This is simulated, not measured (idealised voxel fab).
process module | voxel double patterning
Pictured: cross-section cut, 240 nm wide, on a grid of 5 nm square cells.
A cross-section is written here as square cells arranged in a grid, and it is given in bands from the top down, each band taking up one or more rows of cells. Read a band's entry like this: the first values are the height of its top and the height of its bottom in nm, and what follows is the sequence of materials from left to right, each with its width in nm. Note that "air" is empty space, and that a single material marked "everywhere" reaches across the band from edge to edge. Beneath 0, the wafer as received is one material, and that level is where height counting begins. The lowest band goes on downward without a bottom; it is written like "0 and below". So if you see something like "30->40" for the width, read it as the top row of the band sitting at the first number and the bottom row at the second, with every row in between moving by the same amount as the last. When a step is marked "all unchanged", none of the cells in the cross-section changed during that step. Look at "Cavities, closed" for the closed voids: empty spaces with no open path to the top, sized 8 cells or up. Each is width x height at distance, distance from the left edge, all nm. Step line, after settings: the simulator's comment on this step. A step's line can hold "overlay nm"; with a mask on that step, the setting says how far right of the planned place the mask lay, while a negative setting says it lay to the left.

Steps planned for the process:
1,RECEIVE with material Si
2,CONFORMAL_DEP with material SiO2, thk nm 5
3,DIRECTIONAL_DEP with material TiN, thk nm 20
4,DIRECTIONAL_DEP with material SiCN, thk nm 10
5,DIRECTIONAL_DEP with material aC, thk nm 10
6,PATTERN with tone open, mask id FIRST, material resist, width nm 15, pitch nm 50, thk nm 25, overlay nm 0
7,DIRECTIONAL_ETCH with etch materials aC, depth nm 10
8,STRIP with etch materials resist
9,DIRECTIONAL_ETCH with etch materials SiCN, depth nm 10
10,STRIP with etch materials aC
11,PATTERN with tone open, mask id SECOND, material resist, width nm 15, pitch nm 50, thk nm 20, overlay nm 0
12,DIRECTIONAL_ETCH with etch materials SiCN, depth nm 10
13,STRIP with etch materials resist
14,DIRECTIONAL_ETCH with etch materials TiN, depth nm 20
15,STRIP with etch materials SiCN

Cross-sectional view of the wafer in its as-received condition, corresponding to the state after step 1:
* 0 and below | Si everywhere
* Cavities, closed: none

Here's the wafer cut in cross-section after the module, started and planned just like above, except one thing was done wrong in the run:
* 25 down to 0 | SiO2 everywhere
* 0 and below | Si everywhere
* Cavities, closed: none
It is concluded that the wafer was processed incorrectly with respect to the plan, in that step 3 went in with a setting other than planned; the actual run was DIRECTIONAL_DEP with material SiO2, thk nm 20
